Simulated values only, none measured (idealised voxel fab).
Title: Process Module voxel transistor to metal
Section cut is 290 nm wide and gridded with 5 nm square cells.
How to read a cross-section here: the picture is a grid of square cells, written as bands going from the top down, and any band can span one or more rows of cells.
Each band's line starts with the height of the band's top and of its bottom, in nm. Then come its materials from left to right, each with its width in nm. One material with "all across" fills the band from edge to edge. "blank" is empty space.
Counting heights begins at 0, where everything beneath is, in the wafer as received, one material. The lowest band has no bottom; it goes on downwards, as "0 and below" shows.
Graded width ("30 to 40"): value in top row of band = first number; value in bottom row = second number; row-to-row change constant.
Where a step carries "remained the same", the cross-section came out of it unchanged, cell for cell.
This entry, "Closed void register", enumerates those empty regions of no fewer than 8 cells that possess no open connection to the top. Each region is reported in the form width x height at distance, the distance being taken from the left edge, with all three quantities expressed in nm.
Whatever follows a step's settings on its line is a remark the simulator itself makes about that step.
What "overlay nm" on a step's line means: if the step has a mask, that mask lay this far to the right of its planned place, or, when the value is negative, to the left.

Intended process steps:
| 1 | RECEIVE: material Si |
| 2 | CONFORMAL_DEP: material SiO2, thk nm 5 |
| 3 | CONFORMAL_DEP: material SiN, thk nm 15 |
| 4 | PATTERN: tone cover, mask id ACTIVE, material resist, width nm 105, pitch nm 125, thk nm 15, overlay nm 0 |
| 5 | DIRECTIONAL_ETCH: etch materials SiN, depth nm 15 |
| 6 | DIRECTIONAL_ETCH: etch materials SiO2, depth nm 5 |
| 7 | DIRECTIONAL_ETCH: etch materials Si, depth nm 25 |
| 8 | STRIP: etch materials resist |
| 9 | FILL_DEP: material SiO2, thk nm 15 |
| 10 | CMP: height nm 20 |
| 11 | SELECTIVE_ETCH: etch materials SiO2, depth nm 5 |
| 12 | STRIP: etch materials SiN |
| 13 | SELECTIVE_ETCH: etch materials SiO2, depth nm 5 |
| 14 | OXIDIZE: depth nm 5 |
| 15 | DIRECTIONAL_DEP: material polySi, thk nm 30 |
| 16 | DIRECTIONAL_DEP: material SiCN, thk nm 15 |
| 17 | PATTERN: tone cover, mask id GATE, material resist, width nm 35, pitch nm 125, thk nm 15, overlay nm 0 |
| 18 | DIRECTIONAL_ETCH: etch materials SiCN, depth nm 25 |
| 19 | DIRECTIONAL_ETCH: etch materials polySi, depth nm 40 |
| 20 | STRIP: etch materials resist |
| 21 | CONFORMAL_DEP: material SiN, thk nm 5 |
| 22 | DIRECTIONAL_ETCH: etch materials SiN, depth nm 5 |
| 23 | DIRECTIONAL_ETCH: etch materials SiO2, depth nm 5 |
| 24 | EPI: material pSi, thk nm 5 |
| 25 | FILL_DEP: material SiO2, thk nm 10 |
| 26 | CMP: height nm 30 |
| 27 | STRIP: etch materials polySi |
| 28 | SELECTIVE_ETCH: etch materials SiO2, depth nm 5 |
| 29 | CONFORMAL_DEP: material HfO2, thk nm 5 |
| 30 | CONFORMAL_DEP: material TiN, thk nm 5 |
| 31 | FILL_DEP: material W, thk nm 5 |
| 32 | CMP: height nm 25 |
| 33 | DIRECTIONAL_DEP: material SiO2, thk nm 15 |
| 34 | MASKED_ETCH: tone open, mask id CONTACT, width nm 15, etch materials SiO2, depth nm 40, overlay nm -15 |
| 35 | CONFORMAL_DEP: material TiN, thk nm 5 |
| 36 | FILL_DEP: material Ru, thk nm 5 |
| 37 | CMP: height nm 40 |
| 38 | CONFORMAL_DEP: material SiCN, thk nm 5 |
| 39 | DIRECTIONAL_DEP: material SiO2, thk nm 25 |
| 40 | PATTERN: tone open, mask id METAL_1, material resist, width nm 15, thk nm 20, overlay nm 0 |
| 41 | DIRECTIONAL_ETCH: etch materials SiO2, depth nm 25 |
| 42 | DIRECTIONAL_ETCH: etch materials SiCN, depth nm 5 |
| 43 | STRIP: etch materials resist |
| 44 | CONFORMAL_DEP: material TiN, thk nm 5 |
| 45 | FILL_DEP: material Ru, thk nm 10 |
| 46 | CMP: height nm 70 |
| 47 | CONFORMAL_DEP: material SiCN, thk nm 5 |
Keep in mind the plan's value for the overlay nm of step 34 comes from the first wafer; the wafers don't share that setting, but they do share the same starting point.

Cross-section of the first of several wafers as received (after step 1):
0 and below: Si all across
Closed void register: none

The rows of the table below are wafers. Looking at the end of the module, a row counts, for every material, the cells the wafer has gained, shown as (+), or lost, shown as (-), since it was received; its closed voids come next:
overlay nm -15, +38 HfO2, +34 Ru, -122 Si, +104 SiCN, +28 SiN, +594 SiO2, +146 TiN, +24 W, +24 pSi, Closed void register: none
overlay nm -10, +38 HfO2, +44 Ru, -122 Si, +104 SiCN, +28 SiN, +584 SiO2, +146 TiN, +24 W, +24 pSi, Closed void register: none
overlay nm -5, +38 HfO2, +48 Ru, -122 Si, +104 SiCN, +28 SiN, +580 SiO2, +146 TiN, +24 W, +24 pSi, Closed void register: none
overlay nm 0, +38 HfO2, +48 Ru, -122 Si, +104 SiCN, +28 SiN, +580 SiO2, +146 TiN, +24 W, +24 pSi, Closed void register: none
overlay nm 5, +38 HfO2, +48 Ru, -122 Si, +104 SiCN, +28 SiN, +580 SiO2, +146 TiN, +24 W, +24 pSi, Closed void register: none
overlay nm 10, +38 HfO2, +44 Ru, -122 Si, +104 SiCN, +28 SiN, +584 SiO2, +146 TiN, +24 W, +24 pSi, Closed void register: none
overlay nm 15, +38 HfO2, +34 Ru, -122 Si, +104 SiCN, +28 SiN, +594 SiO2, +146 TiN, +24 W, +24 pSi, Closed void register: none
